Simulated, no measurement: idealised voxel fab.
The document below concerns the process module designated voxel air gaps.
The cross-section shown here is cut; it is 245 nm wide and divided into square cells measuring 5 nm on a side.
A cross-section is written here as square cells arranged in a grid, and it is given in bands from the top down, each band taking up one or more rows of cells.
Quick guide to a band line: top height, bottom height (nm) up front; then every material left to right with its width in nm. Only one material and it's marked "throughout"? Then it fills the band edge to edge. And "empty" just means empty space.
Heights from 0 (as-received wafer is one material below). Bottom band endless downward, as "z 0 and below".
The two numbers in a width such as "30->40" mark its ends across the band: the first belongs to the top row of cells, the second to the bottom row, and from each row to the next the width moves by the same amount.
A step reported as "nothing altered" is a step in which no cell of the cross-section changed.
Basically, "Closed void roster" tells you about the enclosed voids: empty spaces with no open way to the top, 8 cells or bigger, each written width x height at distance, where distance is from the left edge, all in nm.
Note: text after step settings on the step line = simulator remark on that step.
When a step includes a mask, the "overlay nm" setting on its line states how far to the right of its planned place that mask lay, and negative values state how far to the left.
Steps in the process plan:
1) RECEIVE with material Si
2) CONFORMAL_DEP with material SiO2, thk nm 15
3) CONFORMAL_DEP with material SiN, thk nm 5
4) DIRECTIONAL_DEP with material lowk, thk nm 30
5) DIRECTIONAL_DEP with material aC, thk nm 15
6) PATTERN with tone open, mask id LINES, material resist, width nm 25, pitch nm 55, thk nm 30, overlay nm 0
7) DIRECTIONAL_ETCH with etch materials aC, depth nm 15
8) STRIP with etch materials resist
9) DIRECTIONAL_ETCH with etch materials lowk, depth nm 30
10) STRIP with etch materials aC
11) CONFORMAL_DEP with material TiN, thk nm 5
12) FILL_DEP with material W, thk nm 10
13) CMP with height nm 50
14) EPI with material Ru, thk nm 10
15) SELECTIVE_ETCH with etch materials lowk, depth nm 40
16) CONFORMAL_DEP with material SiN, thk nm 5
Cross-sectional view of the wafer in its as-received condition, corresponding to the state after step 1:
* z 0 and below | Si throughout
* Closed void roster: none
Cross-section at module end, one run error; start and plan unchanged from above:
* z 65 to 60 | SiN throughout
* z 60 to 50 | Ru: 65, SiN: 5, Ru: 50, SiN: 5, Ru: 50, SiN: 5, Ru: 65
* z 50 to 45 | W: 50, TiN: 5, SiN: 25, TiN: 5, W: 20, TiN: 5, SiN: 25, TiN: 5, W: 20, TiN: 5, SiN: 25, TiN: 5, W: 50
* z 45 to 25 | W: 50, TiN: 5, SiN: 5, empty: 15, SiN: 5, TiN: 5, W: 20, TiN: 5, SiN: 5, empty: 15, SiN: 5, TiN: 5, W: 20, TiN: 5, SiN: 5, empty: 15, SiN: 5, TiN: 5, W: 50
* z 25 to 20 | TiN: 55, SiN: 25, TiN: 30, SiN: 25, TiN: 30, SiN: 25, TiN: 55
* z 20 to 15 | SiN throughout
* z 15 to 0 | SiO2 throughout
* z 0 and below | Si throughout
* Closed void roster: 15 x 20 at 60; 15 x 20 at 115; 15 x 20 at 170
What broke from the plan during processing? step 6 was run on a setting that differed from the plan, and what really ran there is PATTERN with tone cover, mask id LINES, material resist, width nm 25, pitch nm 55, thk nm 30, overlay nm 0
